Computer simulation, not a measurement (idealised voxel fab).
Process module name: voxel wiring stack
For reference, the cross-section in this document is cut, with width 220 nm and square cells of 5 nm.
Notation: cross-section as square-cell grid; stated in bands, top first, going down; one or more cell rows per band.
In this notation a band is specified by the heights of its top and bottom, in that order and in nm, after which its materials appear from left to right, each paired with its width in nm. The word "everywhere" attached to a single material means that material fills the band from edge to edge; the word "air" stands for empty space.
Heights are reckoned from 0. Under this level, the received wafer is all of one material. The bottommost band is open-ended downward, for example "top 0, no bottom".
Width "30->40": first value at the band's top row of cells, second value at its bottom row, equal change from row to row.
"no alterations made" for a step: no cell of the cross-section changed in that step.
Listed in "Enclosed internal cavities": every empty space of 8 or more cells without an open way to the top. Form: width x height at distance, the distance being from the left edge, all in nm.
Anything after a step's settings on that line? It's the simulator's own note about the step.
overlay nm, on a step with a mask: how far to the right of its planned place the mask lay; to the left if negative
Guide to the pairs. Each holds a before and an after cross-section around one process step; the after cross-section is cut off at the lowest band that changed. Look under the pair for the step between them and its settings. Pairs can come from different runs of this module on the same starting wafer, so a pair follows on from the one above it only where its entry headed "Pre-process cross-section" says it does.

### Pre-process cross-section
> top 115, bottom 105: SiO2 70 / air 15 / SiO2 35 / air 15 / SiO2 85
> top 105, bottom 100: SiO2 70 / Ru 15 / SiO2 35 / Ru 15 / SiO2 85
> top 100, bottom 95: SiCN 70 / Ru 15 / SiCN 35 / Ru 15 / SiCN 85
> top 95, bottom 75: lowk 70 / TiN 5 / W 20 / TiN 5 / lowk 20 / TiN 5 / W 20 / TiN 5 / lowk 70
> top 75, bottom 70: SiN 70 / TiN 30 / SiN 20 / TiN 30 / SiN 70
> top 70, bottom 50: lowk 70 / Ru 15 / lowk 135
> top 50, bottom 45: SiCN 70 / Ru 15 / SiCN 135
> top 45, bottom 40: Ru everywhere
> top 40, bottom 35: TiN 75 / Cu 20 / TiN 30 / Cu 20 / TiN 75
> top 35, bottom 15: lowk 70 / TiN 5 / Cu 20 / TiN 5 / lowk 20 / TiN 5 / Cu 20 / TiN 5 / lowk 70
> top 15, bottom 10: SiN 70 / TiN 30 / SiN 20 / TiN 30 / SiN 70
> top 10, bottom 0: SiO2 everywhere
> top 0, no bottom: Si everywhere
> Enclosed internal cavities: none

### Resulting Cross-Section
> top 115, bottom 100: SiO2 70 / Ru 15 / SiO2 35 / Ru 15 / SiO2 85
> Everything below 100 is unchanged.
> Enclosed internal cavities: none
The cross-sections above show the structure before and after this step: op EPI | material Ru | thk nm 10

Pre-process cross-section: same picture as after in the pair right above, so we don't repeat it.

### Resulting Cross-Section
> top 120, bottom 115: SiCN everywhere
> Everything below 115 is unchanged.
> Enclosed internal cavities: none
The cross-sections above show the structure before and after this step: op CONFORMAL_DEP | material SiCN | thk nm 5

Pre-process cross-section: same picture as after in the pair right above, so we don't repeat it.

### Resulting Cross-Section
> top 135, bottom 120: SiO2 everywhere
> Everything below 120 is unchanged.
> Enclosed internal cavities: none
The cross-sections above show the structure before and after this step: op DIRECTIONAL_DEP | material SiO2 | thk nm 15

Pre-process cross-section: same picture as after in the pair right above, so we don't repeat it.

### Resulting Cross-Section
> top 135, bottom 120: SiO2 70 / air 30 / SiO2 20 / air 30 / SiO2 70
> Everything below 120 is unchanged.
> Enclosed internal cavities: none
The cross-sections above show the structure before and after this step: op MASKED_ETCH | tone open | mask id METAL_3 | width nm 30 | pitch nm 50 | etch materials SiO2 | depth nm 15 | overlay nm 0

Pre-process cross-section: same picture as after in the pair right above, so we don't repeat it.

### Resulting Cross-Section
> top 135, bottom 120: SiO2 70 / air 30 / SiO2 20 / air 30 / SiO2 70
> top 120, bottom 115: SiCN 70 / air 30 / SiCN 20 / air 30 / SiCN 70
> Everything below 115 is unchanged.
> Enclosed internal cavities: none
The cross-sections above show the structure before and after this step: op MASKED_ETCH | tone open | mask id METAL_3 | width nm 30 | pitch nm 50 | etch materials SiCN | depth nm 5 | overlay nm 0

Pre-process cross-section: same picture as after in the pair right above, so we don't repeat it.

### Resulting Cross-Section
> top 140, bottom 135: TiN 75 / air 20 / TiN 30 / air 20 / TiN 75
> top 135, bottom 120: SiO2 70 / TiN 5 / air 20 / TiN 5 / SiO2 20 / TiN 5 / air 20 / TiN 5 / SiO2 70
> top 120, bottom 115: SiCN 70 / TiN 30 / SiCN 20 / TiN 30 / SiCN 70
> Everything below 115 is unchanged.
> Enclosed internal cavities: none
The cross-sections above show the structure before and after this step: op CONFORMAL_DEP | material TiN | thk nm 5

Pre-process cross-section: same picture as after in the pair right above, so we don't repeat it.

### Resulting Cross-Section
> top 145, bottom 140: W everywhere
> top 140, bottom 135: TiN 75 / W 20 / TiN 30 / W 20 / TiN 75
> top 135, bottom 120: SiO2 70 / TiN 5 / W 20 / TiN 5 / SiO2 20 / TiN 5 / W 20 / TiN 5 / SiO2 70
> Everything below 120 is unchanged.
> Enclosed internal cavities: none
The cross-sections above show the structure before and after this step: op FILL_DEP | material W | thk nm 5

Pre-process cross-section: same picture as after in the pair right above, so we don't repeat it.

### Resulting Cross-Section
> top 135, bottom 120: SiO2 70 / TiN 5 / W 20 / TiN 5 / SiO2 20 / TiN 5 / W 20 / TiN 5 / SiO2 70
> Everything below 120 is unchanged.
> Enclosed internal cavities: none
The cross-sections above show the structure before and after this step: op CMP | height nm 135

Pre-process cross-section: same picture as after in the pair right above, so we don't repeat it.

### Resulting Cross-Section
> top 140, bottom 135: air 65 / Ru 40 / air 10 / Ru 40 / air 65
> Everything below 135 is unchanged.
> Enclosed internal cavities: none
The cross-sections above show the structure before and after this step: op EPI | material Ru | thk nm 5

Pre-process cross-section: same picture as after in the pair right above, so we don't repeat it.

### Resulting Cross-Section
> top 145, bottom 140: SiCN everywhere
> top 140, bottom 135: SiCN 65 / Ru 40 / SiCN 10 / Ru 40 / SiCN 65
> Everything below 135 is unchanged.
> Enclosed internal cavities: none
The cross-sections above show the structure before and after this step: op FILL_DEP | material SiCN | thk nm 5

Pre-process cross-section: same picture as after in the pair right above, so we don't repeat it.

### Resulting Cross-Section
> top 155, bottom 145: SiO2 everywhere
> Everything below 145 is unchanged.
> Enclosed internal cavities: none
The cross-sections above show the structure before and after this step: op DIRECTIONAL_DEP | material SiO2 | thk nm 10

Pre-process cross-section: same picture as after in the pair right above, so we don't repeat it.

### Resulting Cross-Section
> top 155, bottom 145: SiO2 70 / air 15 / SiO2 35 / air 15 / SiO2 85
> Everything below 145 is unchanged.
> Enclosed internal cavities: none
The cross-sections above show the structure before and after this step: op MASKED_ETCH | tone open | mask id PLUG_3 | width nm 15 | pitch nm 50 | etch materials SiO2 | depth nm 10 | overlay nm 0

Pre-process cross-section: same picture as after in the pair right above, so we don't repeat it.

### Resulting Cross-Section
> top 155, bottom 145: SiO2 70 / air 15 / SiO2 35 / air 15 / SiO2 85
> top 145, bottom 140: SiCN 70 / air 15 / SiCN 35 / air 15 / SiCN 85
> Everything below 140 is unchanged.
> Enclosed internal cavities: none
The cross-sections above show the structure before and after this step: op MASKED_ETCH | tone open | mask id PLUG_3 | width nm 15 | pitch nm 50 | etch materials SiCN | depth nm 5 | overlay nm 0

Pre-process cross-section: same picture as after in the pair right above, so we don't repeat it.

### Resulting Cross-Section
> top 155, bottom 150: SiO2 70 / air 15 / SiO2 35 / air 15 / SiO2 85
> top 150, bottom 145: SiO2 70 / Ru 15 / SiO2 35 / Ru 15 / SiO2 85
> top 145, bottom 135: SiCN 70->65 / Ru 15->40 / SiCN 35->10 / Ru 15->40 / SiCN 85->65
> Everything below 135 is unchanged.
> Enclosed internal cavities: none
The cross-sections above show the structure before and after this step: op EPI | material Ru | thk nm 10

Pre-process cross-section: same picture as after in the pair right above, so we don't repeat it.

### Resulting Cross-Section
> top 155, bottom 145: SiO2 70 / Ru 15 / SiO2 35 / Ru 15 / SiO2 85
> Everything below 145 is unchanged.
> Enclosed internal cavities: none
The cross-sections above show the structure before and after this step: op EPI | material Ru | thk nm 5

Pre-process cross-section: same picture as after in the pair right above, so we don't repeat it.

### Resulting Cross-Section
> top 160, bottom 155: SiCN everywhere
> Everything below 155 is unchanged.
> Enclosed internal cavities: none
The cross-sections above show the structure before and after this step: op CONFORMAL_DEP | material SiCN | thk nm 5

Pre-process cross-section: same picture as after in the pair right above, so we don't repeat it.

### Resulting Cross-Section
> top 175, bottom 160: lowk everywhere
> Everything below 160 is unchanged.
> Enclosed internal cavities: none
The cross-sections above show the structure before and after this step: op DIRECTIONAL_DEP | material lowk | thk nm 15

Pre-process cross-section: same picture as after in the pair right above, so we don't repeat it.

### Resulting Cross-Section
> top 175, bottom 160: lowk 70 / air 30 / lowk 20 / air 30 / lowk 70
> Everything below 160 is unchanged.
> Enclosed internal cavities: none
The cross-sections above show the structure before and after this step: op MASKED_ETCH | tone open | mask id METAL_4 | width nm 30 | pitch nm 50 | etch materials lowk | depth nm 15 | overlay nm 0

Pre-process cross-section: same picture as after in the pair right above, so we don't repeat it.

### Resulting Cross-Section
> top 175, bottom 160: lowk 70 / air 30 / lowk 20 / air 30 / lowk 70
> top 160, bottom 155: SiCN 70 / air 30 / SiCN 20 / air 30 / SiCN 70
> Everything below 155 is unchanged.
> Enclosed internal cavities: none
The cross-sections above show the structure before and after this step: op MASKED_ETCH | tone open | mask id METAL_4 | width nm 30 | pitch nm 50 | etch materials SiCN | depth nm 5 | overlay nm 0

Pre-process cross-section: same picture as after in the pair right above, so we don't repeat it.

### Resulting Cross-Section
> top 180, bottom 175: TiN 75 / air 20 / TiN 30 / air 20 / TiN 75
> top 175, bottom 160: lowk 70 / TiN 5 / air 20 / TiN 5 / lowk 20 / TiN 5 / air 20 / TiN 5 / lowk 70
> top 160, bottom 155: SiCN 70 / TiN 30 / SiCN 20 / TiN 30 / SiCN 70
> Everything below 155 is unchanged.
> Enclosed internal cavities: none
The cross-sections above show the structure before and after this step: op CONFORMAL_DEP | material TiN | thk nm 5

Pre-process cross-section: same picture as after in the pair right above, so we don't repeat it.

### Resulting Cross-Section
> top 190, bottom 180: W everywhere
> top 180, bottom 175: TiN 75 / W 20 / TiN 30 / W 20 / TiN 75
> top 175, bottom 160: lowk 70 / TiN 5 / W 20 / TiN 5 / lowk 20 / TiN 5 / W 20 / TiN 5 / lowk 70
> Everything below 160 is unchanged.
> Enclosed internal cavities: none
The cross-sections above show the structure before and after this step: op FILL_DEP | material W | thk nm 10

Pre-process cross-section: same picture as after in the pair right above, so we don't repeat it.

### Resulting Cross-Section
> top 175, bottom 160: lowk 70 / TiN 5 / W 20 / TiN 5 / lowk 20 / TiN 5 / W 20 / TiN 5 / lowk 70
> Everything below 160 is unchanged.
> Enclosed internal cavities: none
The cross-sections above show the structure before and after this step: op CMP | height nm 175

Pre-process cross-section: same picture as after in the pair right above, so we don't repeat it.

### Resulting Cross-Section
> top 180, bottom 175: SiCN everywhere
> Everything below 175 is unchanged.
> Enclosed internal cavities: none
The cross-sections above show the structure before and after this step: op CONFORMAL_DEP | material SiCN | thk nm 5

### Pre-process cross-section
> top 95, bottom 70: lowk everywhere
> top 70, bottom 65: SiN everywhere
> top 65, bottom 45: lowk 70 / Ru 15 / lowk 135
> top 45, bottom 40: SiCN 70 / Ru 15 / SiCN 135
> top 40, bottom 35: SiCN 65 / Ru 40 / SiCN 10 / Ru 40 / SiCN 65
> top 35, bottom 15: lowk 70 / TiN 5 / Cu 20 / TiN 5 / lowk 20 / TiN 5 / Cu 20 / TiN 5 / lowk 70
> top 15, bottom 10: SiN 70 / TiN 30 / SiN 20 / TiN 30 / SiN 70
> top 10, bottom 0: SiO2 everywhere
> top 0, no bottom: Si everywhere
> Enclosed internal cavities: none

### Resulting Cross-Section
> top 95, bottom 70: lowk 70 / air 35 / lowk 15 / air 35 / lowk 65
> Everything below 70 is unchanged.
> Enclosed internal cavities: none
The cross-sections above show the structure before and after this step: op MASKED_ETCH | tone open | mask id METAL_2 | width nm 35 | pitch nm 50 | etch materials lowk | depth nm 25 | overlay nm 0

Pre-process cross-section: same picture as after in the pair right above, so we don't repeat it.

### Resulting Cross-Section
> top 95, bottom 70: lowk 70 / air 35 / lowk 15 / air 35 / lowk 65
> top 70, bottom 65: SiN 70 / air 30 / SiN 20 / air 30 / SiN 70
> Everything below 65 is unchanged.
> Enclosed internal cavities: none
The cross-sections above show the structure before and after this step: op MASKED_ETCH | tone open | mask id METAL_2 | width nm 30 | pitch nm 50 | etch materials SiN | depth nm 5 | overlay nm 0

Pre-process cross-section: same picture as after in the pair right above, so we don't repeat it.

### Resulting Cross-Section
> top 100, bottom 95: TiN 75 / air 25 / TiN 25 / air 25 / TiN 70
> top 95, bottom 75: lowk 70 / TiN 5 / air 25 / TiN 5 / lowk 15 / TiN 5 / air 25 / TiN 5 / lowk 65
> top 75, bottom 70: lowk 70 / TiN 5 / air 20 / TiN 10 / lowk 15 / TiN 5 / air 20 / TiN 10 / lowk 65
> top 70, bottom 65: SiN 70 / TiN 30 / SiN 20 / TiN 30 / SiN 70
> Everything below 65 is unchanged.
> Enclosed internal cavities: none
The cross-sections above show the structure before and after this step: op CONFORMAL_DEP | material TiN | thk nm 5

Pre-process cross-section: same picture as after in the pair right above, so we don't repeat it.

### Resulting Cross-Section
> top 110, bottom 100: W everywhere
> top 100, bottom 95: TiN 75 / W 25 / TiN 25 / W 25 / TiN 70
> top 95, bottom 75: lowk 70 / TiN 5 / W 25 / TiN 5 / lowk 15 / TiN 5 / W 25 / TiN 5 / lowk 65
> top 75, bottom 70: lowk 70 / TiN 5 / W 20 / TiN 10 / lowk 15 / TiN 5 / W 20 / TiN 10 / lowk 65
> Everything below 70 is unchanged.
> Enclosed internal cavities: none
The cross-sections above show the structure before and after this step: op FILL_DEP | material W | thk nm 10

Pre-process cross-section: same picture as after in the pair right above, so we don't repeat it.

### Resulting Cross-Section
> top 95, bottom 75: lowk 70 / TiN 5 / W 25 / TiN 5 / lowk 15 / TiN 5 / W 25 / TiN 5 / lowk 65
> Everything below 75 is unchanged.
> Enclosed internal cavities: none
The cross-sections above show the structure before and after this step: op CMP | height nm 95

Pre-process cross-section: same picture as after in the pair right above, so we don't repeat it.

### Resulting Cross-Section
> top 100, bottom 95: SiCN everywhere
> Everything below 95 is unchanged.
> Enclosed internal cavities: none
The cross-sections above show the structure before and after this step: op CONFORMAL_DEP | material SiCN | thk nm 5

Pre-process cross-section: same picture as after in the pair right above, so we don't repeat it.

### Resulting Cross-Section
> top 115, bottom 100: SiO2 everywhere
> Everything below 100 is unchanged.
> Enclosed internal cavities: none
The cross-sections above show the structure before and after this step: op DIRECTIONAL_DEP | material SiO2 | thk nm 15

Pre-process cross-section: same picture as after in the pair right above, so we don't repeat it.

### Resulting Cross-Section
> top 135, bottom 115: resist 70 / air 15 / resist 35 / air 15 / resist 85
> Everything below 115 is unchanged.
> Enclosed internal cavities: none
The cross-sections above show the structure before and after this step: op PATTERN | tone open | mask id PLUG_2 | material resist | width nm 15 | pitch nm 50 | thk nm 20 | overlay nm 0

Pre-process cross-section: same picture as after in the pair right above, so we don't repeat it.

### Resulting Cross-Section
> top 135, bottom 115: resist 70 / air 15 / resist 35 / air 15 / resist 85
> top 115, bottom 100: SiO2 70 / air 15 / SiO2 35 / air 15 / SiO2 85
> Everything below 100 is unchanged.
> Enclosed internal cavities: none
The cross-sections above show the structure before and after this step: op DIRECTIONAL_ETCH | etch materials SiO2 | depth nm 15

Pre-process cross-section: same picture as after in the pair right above, so we don't repeat it.

### Resulting Cross-Section
> top 135, bottom 115: resist 70 / air 15 / resist 35 / air 15 / resist 85
> top 115, bottom 100: SiO2 70 / air 15 / SiO2 35 / air 15 / SiO2 85
> top 100, bottom 95: SiCN 70 / air 15 / SiCN 35 / air 15 / SiCN 85
> Everything below 95 is unchanged.
> Enclosed internal cavities: none
The cross-sections above show the structure before and after this step: op DIRECTIONAL_ETCH | etch materials SiCN | depth nm 5

Pre-process cross-section: same picture as after in the pair right above, so we don't repeat it.

### Resulting Cross-Section
> top 115, bottom 100: SiO2 70 / air 15 / SiO2 35 / air 15 / SiO2 85
> Everything below 100 is unchanged.
> Enclosed internal cavities: none
The cross-sections above show the structure before and after this step: op STRIP | etch materials resist

Pre-process cross-section: same picture as after in the pair right above, so we don't repeat it.

### Resulting Cross-Section
> top 115, bottom 105: SiO2 70 / air 15 / SiO2 35 / air 15 / SiO2 85
> top 105, bottom 100: SiO2 70 / Ru 15 / SiO2 35 / Ru 15 / SiO2 85
> top 100, bottom 95: SiCN 70 / Ru 15 / SiCN 35 / Ru 15 / SiCN 85
> Everything below 95 is unchanged.
> Enclosed internal cavities: none
The cross-sections above show the structure before and after this step: op EPI | material Ru | thk nm 10

Pre-process cross-section: same picture as after in the pair right above, so we don't repeat it.

### Resulting Cross-Section
> top 115, bottom 100: SiO2 70 / Ru 15 / SiO2 35 / Ru 15 / SiO2 85
> Everything below 100 is unchanged.
> Enclosed internal cavities: none
The cross-sections above show the structure before and after this step: op EPI | material Ru | thk nm 10

Pre-process cross-section: same picture as after in the pair right above, so we don't repeat it.

### Resulting Cross-Section
> top 120, bottom 115: SiCN everywhere
> Everything below 115 is unchanged.
> Enclosed internal cavities: none
The cross-sections above show the structure before and after this step: op CONFORMAL_DEP | material SiCN | thk nm 5

Pre-process cross-section: same picture as after in the pair right above, so we don't repeat it.

### Resulting Cross-Section
> top 135, bottom 120: SiO2 everywhere
> Everything below 120 is unchanged.
> Enclosed internal cavities: none
The cross-sections above show the structure before and after this step: op DIRECTIONAL_DEP | material SiO2 | thk nm 15

Pre-process cross-section: same picture as after in the pair right above, so we don't repeat it.

### Resulting Cross-Section
> top 135, bottom 120: SiO2 70 / air 30 / SiO2 20 / air 30 / SiO2 70
> Everything below 120 is unchanged.
> Enclosed internal cavities: none
The cross-sections above show the structure before and after this step: op MASKED_ETCH | tone open | mask id METAL_3 | width nm 30 | pitch nm 50 | etch materials SiO2 | depth nm 15 | overlay nm 0

Pre-process cross-section: same picture as after in the pair right above, so we don't repeat it.

### Resulting Cross-Section
> top 135, bottom 120: SiO2 70 / air 30 / SiO2 20 / air 30 / SiO2 70
> top 120, bottom 115: SiCN 70 / air 30 / SiCN 20 / air 30 / SiCN 70
> Everything below 115 is unchanged.
> Enclosed internal cavities: none
The cross-sections above show the structure before and after this step: op MASKED_ETCH | tone open | mask id METAL_3 | width nm 30 | pitch nm 50 | etch materials SiCN | depth nm 5 | overlay nm 0

Pre-process cross-section: same picture as after in the pair right above, so we don't repeat it.

### Resulting Cross-Section
> top 140, bottom 135: TiN 75 / air 20 / TiN 30 / air 20 / TiN 75
> top 135, bottom 120: SiO2 70 / TiN 5 / air 20 / TiN 5 / SiO2 20 / TiN 5 / air 20 / TiN 5 / SiO2 70
> top 120, bottom 115: SiCN 70 / TiN 30 / SiCN 20 / TiN 30 / SiCN 70
> Everything below 115 is unchanged.
> Enclosed internal cavities: none
The cross-sections above show the structure before and after this step: op CONFORMAL_DEP | material TiN | thk nm 5

Pre-process cross-section: same picture as after in the pair right above, so we don't repeat it.

### Resulting Cross-Section
> top 145, bottom 140: W everywhere
> top 140, bottom 135: TiN 75 / W 20 / TiN 30 / W 20 / TiN 75
> top 135, bottom 120: SiO2 70 / TiN 5 / W 20 / TiN 5 / SiO2 20 / TiN 5 / W 20 / TiN 5 / SiO2 70
> Everything below 120 is unchanged.
> Enclosed internal cavities: none
The cross-sections above show the structure before and after this step: op FILL_DEP | material W | thk nm 5

Pre-process cross-section: same picture as after in the pair right above, so we don't repeat it.

### Resulting Cross-Section
> top 135, bottom 120: SiO2 70 / TiN 5 / W 20 / TiN 5 / SiO2 20 / TiN 5 / W 20 / TiN 5 / SiO2 70
> Everything below 120 is unchanged.
> Enclosed internal cavities: none
The cross-sections above show the structure before and after this step: op CMP | height nm 135

Pre-process cross-section: same picture as after in the pair right above, so we don't repeat it.

### Resulting Cross-Section
> top 140, bottom 135: air 65 / Ru 40 / air 10 / Ru 40 / air 65
> Everything below 135 is unchanged.
> Enclosed internal cavities: none
The cross-sections above show the structure before and after this step: op EPI | material Ru | thk nm 5

Pre-process cross-section: same picture as after in the pair right above, so we don't repeat it.

### Resulting Cross-Section
> top 145, bottom 140: SiCN everywhere
> top 140, bottom 135: SiCN 65 / Ru 40 / SiCN 10 / Ru 40 / SiCN 65
> Everything below 135 is unchanged.
> Enclosed internal cavities: none
The cross-sections above show the structure before and after this step: op FILL_DEP | material SiCN | thk nm 5

Pre-process cross-section: same picture as after in the pair right above, so we don't repeat it.

### Resulting Cross-Section
> top 155, bottom 145: SiO2 everywhere
> Everything below 145 is unchanged.
> Enclosed internal cavities: none
The cross-sections above show the structure before and after this step: op DIRECTIONAL_DEP | material SiO2 | thk nm 10

Pre-process cross-section: same picture as after in the pair right above, so we don't repeat it.

### Resulting Cross-Section
> top 155, bottom 145: SiO2 70 / air 15 / SiO2 35 / air 15 / SiO2 85
> Everything below 145 is unchanged.
> Enclosed internal cavities: none
The cross-sections above show the structure before and after this step: op MASKED_ETCH | tone open | mask id PLUG_3 | width nm 15 | pitch nm 50 | etch materials SiO2 | depth nm 10 | overlay nm 0

Pre-process cross-section: same picture as after in the pair right above, so we don't repeat it.

### Resulting Cross-Section
> top 155, bottom 145: SiO2 70 / air 15 / SiO2 35 / air 15 / SiO2 85
> top 145, bottom 140: SiCN 70 / air 15 / SiCN 35 / air 15 / SiCN 85
> Everything below 140 is unchanged.
> Enclosed internal cavities: none
The cross-sections above show the structure before and after this step: op MASKED_ETCH | tone open | mask id PLUG_3 | width nm 15 | pitch nm 50 | etch materials SiCN | depth nm 5 | overlay nm 0

Pre-process cross-section: same picture as after in the pair right above, so we don't repeat it.

### Resulting Cross-Section
> top 155, bottom 150: SiO2 70 / air 15 / SiO2 35 / air 15 / SiO2 85
> top 150, bottom 145: SiO2 70 / Ru 15 / SiO2 35 / Ru 15 / SiO2 85
> top 145, bottom 135: SiCN 70->65 / Ru 15->40 / SiCN 35->10 / Ru 15->40 / SiCN 85->65
> Everything below 135 is unchanged.
> Enclosed internal cavities: none
The cross-sections above show the structure before and after this step: op EPI | material Ru | thk nm 10

Pre-process cross-section: same picture as after in the pair right above, so we don't repeat it.

### Resulting Cross-Section
> top 155, bottom 145: SiO2 70 / Ru 15 / SiO2 35 / Ru 15 / SiO2 85
> Everything below 145 is unchanged.
> Enclosed internal cavities: none
The cross-sections above show the structure before and after this step: op EPI | material Ru | thk nm 5

Pre-process cross-section: same picture as after in the pair right above, so we don't repeat it.

### Resulting Cross-Section
> top 160, bottom 155: SiCN everywhere
> Everything below 155 is unchanged.
> Enclosed internal cavities: none
The cross-sections above show the structure before and after this step: op CONFORMAL_DEP | material SiCN | thk nm 5

Pre-process cross-section: same picture as after in the pair right above, so we don't repeat it.

### Resulting Cross-Section
> top 175, bottom 160: lowk everywhere
> Everything below 160 is unchanged.
> Enclosed internal cavities: none
The cross-sections above show the structure before and after this step: op DIRECTIONAL_DEP | material lowk | thk nm 15

Pre-process cross-section: same picture as after in the pair right above, so we don't repeat it.

### Resulting Cross-Section
> top 175, bottom 160: lowk 70 / air 30 / lowk 20 / air 30 / lowk 70
> Everything below 160 is unchanged.
> Enclosed internal cavities: none
The cross-sections above show the structure before and after this step: op MASKED_ETCH | tone open | mask id METAL_4 | width nm 30 | pitch nm 50 | etch materials lowk | depth nm 15 | overlay nm 0

Pre-process cross-section: same picture as after in the pair right above, so we don't repeat it.

### Resulting Cross-Section
> top 175, bottom 160: lowk 70 / air 30 / lowk 20 / air 30 / lowk 70
> top 160, bottom 155: SiCN 70 / air 30 / SiCN 20 / air 30 / SiCN 70
> Everything below 155 is unchanged.
> Enclosed internal cavities: none
The cross-sections above show the structure before and after this step: op MASKED_ETCH | tone open | mask id METAL_4 | width nm 30 | pitch nm 50 | etch materials SiCN | depth nm 5 | overlay nm 0

Pre-process cross-section: same picture as after in the pair right above, so we don't repeat it.

### Resulting Cross-Section
> top 180, bottom 175: TiN 75 / air 20 / TiN 30 / air 20 / TiN 75
> top 175, bottom 160: lowk 70 / TiN 5 / air 20 / TiN 5 / lowk 20 / TiN 5 / air 20 / TiN 5 / lowk 70
> top 160, bottom 155: SiCN 70 / TiN 30 / SiCN 20 / TiN 30 / SiCN 70
> Everything below 155 is unchanged.
> Enclosed internal cavities: none
The cross-sections above show the structure before and after this step: op CONFORMAL_DEP | material TiN | thk nm 5

Pre-process cross-section: same picture as after in the pair right above, so we don't repeat it.

### Resulting Cross-Section
> top 190, bottom 180: W everywhere
> top 180, bottom 175: TiN 75 / W 20 / TiN 30 / W 20 / TiN 75
> top 175, bottom 160: lowk 70 / TiN 5 / W 20 / TiN 5 / lowk 20 / TiN 5 / W 20 / TiN 5 / lowk 70
> Everything below 160 is unchanged.
> Enclosed internal cavities: none
The cross-sections above show the structure before and after this step: op FILL_DEP | material W | thk nm 10

Pre-process cross-section: same picture as after in the pair right above, so we don't repeat it.

### Resulting Cross-Section
> top 175, bottom 160: lowk 70 / TiN 5 / W 20 / TiN 5 / lowk 20 / TiN 5 / W 20 / TiN 5 / lowk 70
> Everything below 160 is unchanged.
> Enclosed internal cavities: none
The cross-sections above show the structure before and after this step: op CMP | height nm 175

Pre-process cross-section: same picture as after in the pair right above, so we don't repeat it.

### Resulting Cross-Section
> top 180, bottom 175: SiCN everywhere
> Everything below 175 is unchanged.
> Enclosed internal cavities: none
The cross-sections above show the structure before and after this step: op CONFORMAL_DEP | material SiCN | thk nm 5

### Pre-process cross-section
> top 175, bottom 160: lowk 70 / air 30 / lowk 20 / air 30 / lowk 70
> top 160, bottom 155: SiCN everywhere
> top 155, bottom 145: SiO2 70 / Ru 15 / SiO2 35 / Ru 15 / SiO2 85
> top 145, bottom 135: SiCN 70->65 / Ru 15->40 / SiCN 35->10 / Ru 15->40 / SiCN 85->65
> top 135, bottom 120: SiO2 70 / TiN 5 / W 20 / TiN 5 / SiO2 20 / TiN 5 / W 20 / TiN 5 / SiO2 70
> top 120, bottom 115: SiCN 70 / TiN 30 / SiCN 20 / TiN 30 / SiCN 70
> top 115, bottom 100: SiO2 70 / Ru 15 / SiO2 35 / Ru 15 / SiO2 85
> top 100, bottom 95: SiCN 70 / Ru 15 / SiCN 35 / Ru 15 / SiCN 85
> top 95, bottom 70: lowk 70 / TiN 5 / W 20 / TiN 5 / lowk 20 / TiN 5 / W 20 / TiN 5 / lowk 70
> top 70, bottom 65: SiN 70 / TiN 30 / SiN 20 / TiN 30 / SiN 70
> top 65, bottom 45: lowk 70 / Ru 15 / lowk 135
> top 45, bottom 40: SiCN 70 / Ru 15 / SiCN 135
> top 40, bottom 35: SiCN 65 / Ru 40 / SiCN 10 / Ru 40 / SiCN 65
> top 35, bottom 15: lowk 70 / TiN 5 / Cu 20 / TiN 5 / lowk 20 / TiN 5 / Cu 20 / TiN 5 / lowk 70
> top 15, bottom 10: SiN 70 / TiN 30 / SiN 20 / TiN 30 / SiN 70
> top 10, bottom 0: SiO2 everywhere
> top 0, no bottom: Si everywhere
> Enclosed internal cavities: none

### Resulting Cross-Section
> top 175, bottom 160: lowk 70 / air 30 / lowk 20 / air 30 / lowk 70
> top 160, bottom 155: SiCN 80 / air 20 / SiCN 30 / air 20 / SiCN 70
> Everything below 155 is unchanged.
> Enclosed internal cavities: none
The cross-sections above show the structure before and after this step: op MASKED_ETCH | tone open | mask id METAL_4 | width nm 30 | pitch nm 50 | etch materials SiCN | depth nm 5 | overlay nm 10

Pre-process cross-section: same picture as after in the pair right above, so we don't repeat it.

### Resulting Cross-Section
> top 180, bottom 175: TiN 75 / air 20 / TiN 30 / air 20 / TiN 75
> top 175, bottom 165: lowk 70 / TiN 5 / air 20 / TiN 5 / lowk 20 / TiN 5 / air 20 / TiN 5 / lowk 70
> top 165, bottom 160: lowk 70 / TiN 15 / air 10 / TiN 5 / lowk 20 / TiN 15 / air 10 / TiN 5 / lowk 70
> top 160, bottom 155: SiCN 80 / TiN 20 / SiCN 30 / TiN 20 / SiCN 70
> Everything below 155 is unchanged.
> Enclosed internal cavities: none
The cross-sections above show the structure before and after this step: op CONFORMAL_DEP | material TiN | thk nm 5

Pre-process cross-section: same picture as after in the pair right above, so we don't repeat it.

### Resulting Cross-Section
> top 190, bottom 180: W everywhere
> top 180, bottom 175: TiN 75 / W 20 / TiN 30 / W 20 / TiN 75
> top 175, bottom 165: lowk 70 / TiN 5 / W 20 / TiN 5 / lowk 20 / TiN 5 / W 20 / TiN 5 / lowk 70
> top 165, bottom 160: lowk 70 / TiN 15 / W 10 / TiN 5 / lowk 20 / TiN 15 / W 10 / TiN 5 / lowk 70
> Everything below 160 is unchanged.
> Enclosed internal cavities: none
The cross-sections above show the structure before and after this step: op FILL_DEP | material W | thk nm 10

Pre-process cross-section: same picture as after in the pair right above, so we don't repeat it.

### Resulting Cross-Section
> top 175, bottom 165: lowk 70 / TiN 5 / W 20 / TiN 5 / lowk 20 / TiN 5 / W 20 / TiN 5 / lowk 70
> Everything below 165 is unchanged.
> Enclosed internal cavities: none
The cross-sections above show the structure before and after this step: op CMP | height nm 175

Pre-process cross-section: same picture as after in the pair right above, so we don't repeat it.

### Resulting Cross-Section
> top 180, bottom 175: SiCN everywhere
> Everything below 175 is unchanged.
> Enclosed internal cavities: none
The cross-sections above show the structure before and after this step: op CONFORMAL_DEP | material SiCN | thk nm 5

### Pre-process cross-section
> top 10, bottom 0: SiO2 everywhere
> top 0, no bottom: Si everywhere
> Enclosed internal cavities: none

### Resulting Cross-Section
> top 15, bottom 10: Cu everywhere
> Everything below 10 is unchanged.
> Enclosed internal cavities: none
The cross-sections above show the structure before and after this step: op CONFORMAL_DEP | material Cu | thk nm 5

Pre-process cross-section: same picture as after in the pair right above, so we don't repeat it.

### Resulting Cross-Section
> top 35, bottom 15: lowk everywhere
> Everything below 15 is unchanged.
> Enclosed internal cavities: none
The cross-sections above show the structure before and after this step: op DIRECTIONAL_DEP | material lowk | thk nm 20

Pre-process cross-section: same picture as after in the pair right above, so we don't repeat it.

### Resulting Cross-Section
> top 35, bottom 15: lowk 70 / air 30 / lowk 20 / air 30 / lowk 70
> Everything below 15 is unchanged.
> Enclosed internal cavities: none
The cross-sections above show the structure before and after this step: op MASKED_ETCH | tone open | mask id METAL_1 | width nm 30 | pitch nm 50 | etch materials lowk | depth nm 20 | overlay nm 0
